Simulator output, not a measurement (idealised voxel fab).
This is a process module. Its name is voxel gate over fins.
The cross-section shown here is cut; it is 300 nm wide and divided into square cells measuring 5 nm on a side.
If you're reading a cross-section in this doc, picture square cells in a grid; it comes to you as bands, top ones listed first down to the bottom, and a band can be one or more rows of cells. Band: top height; bottom height; in nm. Then, left to right: material with width in nm, for each material. "throughout": a single material spanning edge to edge. "empty": empty space. It should be noted that heights are counted from 0, beneath which the wafer as supplied is of one material throughout, and that the lowest band possesses no lower boundary but continues downward, as written in "0 nm and below". A two-number width, for instance "30 to 40", indicates that the width is equal to the first number in the top row of the band and to the second number in the bottom row, and that it changes by a constant amount per row of cells. "nothing changed" means the step left every cell of the cross-section as it was. "Enclosed void inventory" specifies each empty space that is not open to the top and that occupies no fewer than 8 cells, using the form width x height at distance, the distance measured from the left edge and all three quantities in nm. Step line, after settings: the simulator's comment on this step. overlay nm: mask right of planned place by this much (step with mask). Neg. = left.
# Steps in the process plan
1,RECEIVE, material Si
2,CONFORMAL_DEP, material SiN, thk nm 10
3,PATTERN, tone cover, mask id FINS, material resist, width nm 15, pitch nm 45, thk nm 20, overlay nm 0
4,DIRECTIONAL_ETCH, etch materials SiN, depth nm 10
5,DIRECTIONAL_ETCH, etch materials Si, depth nm 40
6,STRIP, etch materials resist
7,OXIDIZE, depth nm 5
8,FILL_DEP, material SiO2, thk nm 5
9,CMP, height nm 10
10,SELECTIVE_ETCH, etch materials SiO2, depth nm 20
11,STRIP, etch materials SiN
12,CONFORMAL_DEP, material HfO2, thk nm 5
13,CONFORMAL_DEP, material TiN, thk nm 5
14,CONFORMAL_DEP, material TiAl, thk nm 5
15,CONFORMAL_DEP, material TiN, thk nm 5
16,FILL_DEP, material W, thk nm 10
17,CMP, height nm 25
18,CONFORMAL_DEP, material SiN, thk nm 5
# First wafer, two in total, run as planned
# Received-state cross-section, reflecting completion of step 1
  0 nm and below: Si throughout
  Enclosed void inventory: none
# Cross-sectional representation of the wafer at the conclusion of step 2
  10 nm to 0 nm: SiN throughout
  Below 0, the layers are the same as they were.
# Cross-sectional representation of the wafer at the conclusion of step 3
  30 nm to 10 nm: 120 of empty; 15 of resist; 30 of empty; 15 of resist; 120 of empty
  Below 10, the layers are the same as they were.
# Cross-sectional representation of the wafer at the conclusion of step 4
  30 nm to 10 nm: 120 of empty; 15 of resist; 30 of empty; 15 of resist; 120 of empty
  10 nm to 0 nm: 120 of empty; 15 of SiN; 30 of empty; 15 of SiN; 120 of empty
  Below 0, the layers are the same as they were.
# Cross-sectional representation of the wafer at the conclusion of step 5
  30 nm to 10 nm: 120 of empty; 15 of resist; 30 of empty; 15 of resist; 120 of empty
  10 nm to 0 nm: 120 of empty; 15 of SiN; 30 of empty; 15 of SiN; 120 of empty
  0 nm to -40 nm: 120 of empty; 15 of Si; 30 of empty; 15 of Si; 120 of empty
  Below -40, the layers are the same as they were.
# Cross-sectional representation of the wafer at the conclusion of step 6
  10 nm to 0 nm: 120 of empty; 15 of SiN; 30 of empty; 15 of SiN; 120 of empty
  Below 0, the layers are the same as they were.
# Cross-sectional representation of the wafer at the conclusion of step 7
  10 nm to 0 nm: 120 of empty; 15 of SiN; 30 of empty; 15 of SiN; 120 of empty
  0 nm to -40 nm: 120 of empty; 5 of SiO2; 5 of Si; 5 of SiO2; 30 of empty; 5 of SiO2; 5 of Si; 5 of SiO2; 120 of empty
  -40 nm to -45 nm: 125 of SiO2; 5 of Si; 40 of SiO2; 5 of Si; 125 of SiO2
  Below -45, the layers are the same as they were.
# Cross-sectional representation of the wafer at the conclusion of step 8
  15 nm to 10 nm: SiO2 throughout
  10 nm to 0 nm: 120 of SiO2; 15 of SiN; 30 of SiO2; 15 of SiN; 120 of SiO2
  0 nm to -45 nm: 125 of SiO2; 5 of Si; 40 of SiO2; 5 of Si; 125 of SiO2
  Below -45, the layers are the same as they were.
# Cross-sectional representation of the wafer at the conclusion of step 9
  10 nm to 0 nm: 120 of SiO2; 15 of SiN; 30 of SiO2; 15 of SiN; 120 of SiO2
  Below 0, the layers are the same as they were.
# Cross-sectional representation of the wafer at the conclusion of step 10
  10 nm to 0 nm: 120 of empty; 15 of SiN; 30 of empty; 15 of SiN; 120 of empty
  0 nm to -10 nm: 125 of empty; 5 of Si; 40 of empty; 5 of Si; 125 of empty
  Below -10, the layers are the same as they were.
# Cross-sectional representation of the wafer at the conclusion of step 11
  0 nm to -10 nm: 125 of empty; 5 of Si; 40 of empty; 5 of Si; 125 of empty
  Below -10, the layers are the same as they were.
# Cross-sectional representation of the wafer at the conclusion of step 12
  5 nm to 0 nm: 120 of empty; 15 of HfO2; 30 of empty; 15 of HfO2; 120 of empty
  0 nm to -5 nm: 120 of empty; 5 of HfO2; 5 of Si; 5 of HfO2; 30 of empty; 5 of HfO2; 5 of Si; 5 of HfO2; 120 of empty
  -5 nm to -10 nm: 125 of HfO2; 5 of Si; 40 of HfO2; 5 of Si; 125 of HfO2
  Below -10, the layers are the same as they were.
# Cross-sectional representation of the wafer at the conclusion of step 13
  10 nm to 5 nm: 115 of empty; 25 of TiN; 20 of empty; 25 of TiN; 115 of empty
  5 nm to 0 nm: 115 of empty; 5 of TiN; 15 of HfO2; 5 of TiN; 20 of empty; 5 of TiN; 15 of HfO2; 5 of TiN; 115 of empty
  0 nm to -5 nm: 120 of TiN; 5 of HfO2; 5 of Si; 5 of HfO2; 30 of TiN; 5 of HfO2; 5 of Si; 5 of HfO2; 120 of TiN
  Below -5, the layers are the same as they were.
# Cross-sectional representation of the wafer at the conclusion of step 14
  15 nm to 10 nm: 110 of empty; 35 of TiAl; 10 of empty; 35 of TiAl; 110 of empty
  10 nm to 5 nm: 110 of empty; 5 of TiAl; 25 of TiN; 5 of TiAl; 10 of empty; 5 of TiAl; 25 of TiN; 5 of TiAl; 110 of empty
  5 nm to 0 nm: 115 of TiAl; 5 of TiN; 15 of HfO2; 5 of TiN; 20 of TiAl; 5 of TiN; 15 of HfO2; 5 of TiN; 115 of TiAl
  Below 0, the layers are the same as they were.
# Cross-sectional representation of the wafer at the conclusion of step 15
  20 nm to 15 nm: 105 of empty; 90 of TiN; 105 of empty
  15 nm to 10 nm: 105 of empty; 5 of TiN; 35 of TiAl; 10 of TiN; 35 of TiAl; 5 of TiN; 105 of empty
  10 nm to 5 nm: 110 of TiN; 5 of TiAl; 25 of TiN; 5 of TiAl; 10 of TiN; 5 of TiAl; 25 of TiN; 5 of TiAl; 110 of TiN
  Below 5, the layers are the same as they were.
# Cross-sectional representation of the wafer at the conclusion of step 16
  30 nm to 20 nm: W throughout
  20 nm to 15 nm: 105 of W; 90 of TiN; 105 of W
  15 nm to 10 nm: 105 of W; 5 of TiN; 35 of TiAl; 10 of TiN; 35 of TiAl; 5 of TiN; 105 of W
  Below 10, the layers are the same as they were.
# Cross-sectional representation of the wafer at the conclusion of step 17
  25 nm to 20 nm: W throughout
  Below 20, the layers are the same as they were.
# Cross-sectional representation of the wafer at the conclusion of step 18
  30 nm to 25 nm: SiN throughout
  Below 25, the layers are the same as they were.
# Second wafer, same starting state and plan as the first, one mistake in the run, identical through step 2
# X-section, second wafer, when step 3 was due to finish
  30 nm to 10 nm: 115 of empty; 25 of resist; 20 of empty; 25 of resist; 115 of empty
  Below 10, the layers are the same as they were.
# X-section, second wafer, when step 4 was due to finish
  30 nm to 10 nm: 115 of empty; 25 of resist; 20 of empty; 25 of resist; 115 of empty
  10 nm to 0 nm: 115 of empty; 25 of SiN; 20 of empty; 25 of SiN; 115 of empty
  Below 0, the layers are the same as they were.
# X-section, second wafer, when step 5 was due to finish
  30 nm to 10 nm: 115 of empty; 25 of resist; 20 of empty; 25 of resist; 115 of empty
  10 nm to 0 nm: 115 of empty; 25 of SiN; 20 of empty; 25 of SiN; 115 of empty
  0 nm to -40 nm: 115 of empty; 25 of Si; 20 of empty; 25 of Si; 115 of empty
  Below -40, the layers are the same as they were.
# X-section, second wafer, when step 6 was due to finish
  10 nm to 0 nm: 115 of empty; 25 of SiN; 20 of empty; 25 of SiN; 115 of empty
  Below 0, the layers are the same as they were.
# X-section, second wafer, when step 7 was due to finish
  10 nm to 0 nm: 115 of empty; 25 of SiN; 20 of empty; 25 of SiN; 115 of empty
  0 nm to -40 nm: 115 of empty; 5 of SiO2; 15 of Si; 5 of SiO2; 20 of empty; 5 of SiO2; 15 of Si; 5 of SiO2; 115 of empty
  -40 nm to -45 nm: 120 of SiO2; 15 of Si; 30 of SiO2; 15 of Si; 120 of SiO2
  Below -45, the layers are the same as they were.
# X-section, second wafer, when step 8 was due to finish
  15 nm to 10 nm: SiO2 throughout
  10 nm to 0 nm: 115 of SiO2; 25 of SiN; 20 of SiO2; 25 of SiN; 115 of SiO2
  0 nm to -45 nm: 120 of SiO2; 15 of Si; 30 of SiO2; 15 of Si; 120 of SiO2
  Below -45, the layers are the same as they were.
# X-section, second wafer, when step 9 was due to finish
  10 nm to 0 nm: 115 of SiO2; 25 of SiN; 20 of SiO2; 25 of SiN; 115 of SiO2
  Below 0, the layers are the same as they were.
# X-section, second wafer, when step 10 was due to finish
  10 nm to 0 nm: 115 of empty; 25 of SiN; 20 of empty; 25 of SiN; 115 of empty
  0 nm to -10 nm: 120 of empty; 15 of Si; 30 of empty; 15 of Si; 120 of empty
  Below -10, the layers are the same as they were.
# X-section, second wafer, when step 11 was due to finish
  0 nm to -10 nm: 120 of empty; 15 of Si; 30 of empty; 15 of Si; 120 of empty
  Below -10, the layers are the same as they were.
# X-section, second wafer, when step 12 was due to finish
  5 nm to 0 nm: 115 of empty; 25 of HfO2; 20 of empty; 25 of HfO2; 115 of empty
  0 nm to -5 nm: 115 of empty; 5 of HfO2; 15 of Si; 5 of HfO2; 20 of empty; 5 of HfO2; 15 of Si; 5 of HfO2; 115 of empty
  -5 nm to -10 nm: 120 of HfO2; 15 of Si; 30 of HfO2; 15 of Si; 120 of HfO2
  Below -10, the layers are the same as they were.
# X-section, second wafer, when step 13 was due to finish
  10 nm to 5 nm: 110 of empty; 35 of TiN; 10 of empty; 35 of TiN; 110 of empty
  5 nm to 0 nm: 110 of empty; 5 of TiN; 25 of HfO2; 5 of TiN; 10 of empty; 5 of TiN; 25 of HfO2; 5 of TiN; 110 of empty
  0 nm to -5 nm: 115 of TiN; 5 of HfO2; 15 of Si; 5 of HfO2; 20 of TiN; 5 of HfO2; 15 of Si; 5 of HfO2; 115 of TiN
  Below -5, the layers are the same as they were.
# X-section, second wafer, when step 14 was due to finish
  15 nm to 10 nm: 105 of empty; 90 of TiAl; 105 of empty
  10 nm to 5 nm: 105 of empty; 5 of TiAl; 35 of TiN; 10 of TiAl; 35 of TiN; 5 of TiAl; 105 of empty
  5 nm to 0 nm: 110 of TiAl; 5 of TiN; 25 of HfO2; 5 of TiN; 10 of TiAl; 5 of TiN; 25 of HfO2; 5 of TiN; 110 of TiAl
  Below 0, the layers are the same as they were.
# X-section, second wafer, when step 15 was due to finish
  20 nm to 15 nm: 100 of empty; 100 of TiN; 100 of empty
  15 nm to 10 nm: 100 of empty; 5 of TiN; 90 of TiAl; 5 of TiN; 100 of empty
  10 nm to 5 nm: 105 of TiN; 5 of TiAl; 35 of TiN; 10 of TiAl; 35 of TiN; 5 of TiAl; 105 of TiN
  Below 5, the layers are the same as they were.
# X-section, second wafer, when step 16 was due to finish
  30 nm to 20 nm: W throughout
  20 nm to 15 nm: 100 of W; 100 of TiN; 100 of W
  15 nm to 10 nm: 100 of W; 5 of TiN; 90 of TiAl; 5 of TiN; 100 of W
  Below 10, the layers are the same as they were.
# X-section, second wafer, when step 17 was due to finish
  25 nm to 20 nm: W throughout
  Below 20, the layers are the same as they were.
# X-section, second wafer, when step 18 was due to finish
  30 nm to 25 nm: SiN throughout
  Below 25, the layers are the same as they were.
what went wrong: step 3 was processed under conditions differing from the plan, specifically as PATTERN, tone cover, mask id FINS, material resist, width nm 25, pitch nm 45, thk nm 20, overlay nm 0
Final cells, second wafer relative to first, materials higher or lower: +36 Si | -28 SiO2 | -4 TiN | -4 W
